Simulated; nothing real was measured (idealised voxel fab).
voxel gate over fins: a process module
Shown is cross-section cut, with a width of 220 nm and square cells of size 5 nm.
In this document a cross-section is written as a grid of square cells. It is given as a series of bands, listed from the top down, and a band is one or more rows of cells. Band: top height; bottom height; in nm. Then, left to right: material with width in nm, for each material. "everywhere": a single material spanning edge to edge. "blank": empty space. Heights are expressed relative to 0, this being the level below which the as-received wafer comprises one material exclusively. The lowest band is unbounded in the downward direction and is denoted as in "0 -> down". The notation "30..40" denotes a width that varies across the rows of cells in the band, beginning at the first number in the top row, finishing at the second number in the bottom row, and changing by an identical amount from each row to the next. Where a step carries "all unchanged", the cross-section came out of it unchanged, cell for cell. This entry, "Closed void entries", enumerates those empty regions of no fewer than 8 cells that possess no open connection to the top. Each region is reported in the form width x height at distance, the distance being taken from the left edge, with all three quantities expressed in nm. Whatever follows a step's settings on its line is a remark the simulator itself makes about that step. overlay nm: mask right of planned place by this much (step with mask). Neg. = left.

[Planned process steps]
| 1 | op RECEIVE | material Si |
| 2 | op CONFORMAL_DEP | material SiN | thk nm 5 |
| 3 | op DIRECTIONAL_DEP | material aC | thk nm 10 |
| 4 | op PATTERN | tone cover | mask id FINS | material resist | width nm 15 | pitch nm 40 | thk nm 25 | overlay nm 0 |
| 5 | op DIRECTIONAL_ETCH | etch materials aC | depth nm 10 |
| 6 | op STRIP | etch materials resist |
| 7 | op DIRECTIONAL_ETCH | etch materials SiN | depth nm 5 |
| 8 | op DIRECTIONAL_ETCH | etch materials Si | depth nm 30 |
| 9 | op STRIP | etch materials aC |
| 10 | op FILL_DEP | material SiO2 | thk nm 10 |
| 11 | op CMP | height nm 5 |
| 12 | op SELECTIVE_ETCH | etch materials SiO2 | depth nm 20 |
| 13 | op STRIP | etch materials SiN |
| 14 | op CONFORMAL_DEP | material HfO2 | thk nm 5 |
| 15 | op CONFORMAL_DEP | material TiN | thk nm 5 |
| 16 | op FILL_DEP | material W | thk nm 15 |
| 17 | op CMP | height nm 20 |
| 18 | op CONFORMAL_DEP | material SiN | thk nm 5 |

[Cross-section of the incoming wafer, state after step 1]
	0 -> down: Si everywhere
	Closed void entries: none

[Wafer cross-section at module end: first of two, run to plan]
	25 -> 20: SiN everywhere
	20 -> 10: W everywhere
	10 -> 5: 70 of W  35 of TiN  5 of W  35 of TiN  75 of W
	5 -> 0: 70 of W  5 of TiN  25 of HfO2  5 of TiN  5 of W  5 of TiN  25 of HfO2  5 of TiN  75 of W
	0 -> -5: 70 of W  5 of TiN  5 of HfO2  15 of Si  5 of HfO2  5 of TiN  5 of W  5 of TiN  5 of HfO2  15 of Si  5 of HfO2  5 of TiN  75 of W
	-5 -> -10: 75 of TiN  5 of HfO2  15 of Si  5 of HfO2  15 of TiN  5 of HfO2  15 of Si  5 of HfO2  80 of TiN
	-10 -> -15: 80 of HfO2  15 of Si  25 of HfO2  15 of Si  85 of HfO2
	-15 -> -30: 80 of SiO2  15 of Si  25 of SiO2  15 of Si  85 of SiO2
	-30 -> down: Si everywhere
	Closed void entries: none

[End of module, second wafer, cross-section. Started like the first, planned like the first, run with one mistake]
	25 -> 20: SiN everywhere
	20 -> 10: W everywhere
	10 -> 5: 70 of W  35 of HfO2  5 of W  35 of HfO2  75 of W
	5 -> 0: 70 of W  5 of HfO2  25 of TiN  5 of HfO2  5 of W  5 of HfO2  25 of TiN  5 of HfO2  75 of W
	0 -> -5: 70 of W  5 of HfO2  5 of TiN  15 of Si  5 of TiN  5 of HfO2  5 of W  5 of HfO2  5 of TiN  15 of Si  5 of TiN  5 of HfO2  75 of W
	-5 -> -10: 75 of HfO2  5 of TiN  15 of Si  5 of TiN  15 of HfO2  5 of TiN  15 of Si  5 of TiN  80 of HfO2
	-10 -> -15: 80 of TiN  15 of Si  25 of TiN  15 of Si  85 of TiN
	-15 -> -30: 80 of SiO2  15 of Si  25 of SiO2  15 of Si  85 of SiO2
	-30 -> down: Si everywhere
	Closed void entries: none
What was done differently from what was planned? step 14 ran in the slot meant for step 15, and vice versa
At the close, every material occupies the same number of cells on the second wafer as on the first, only in different positions.
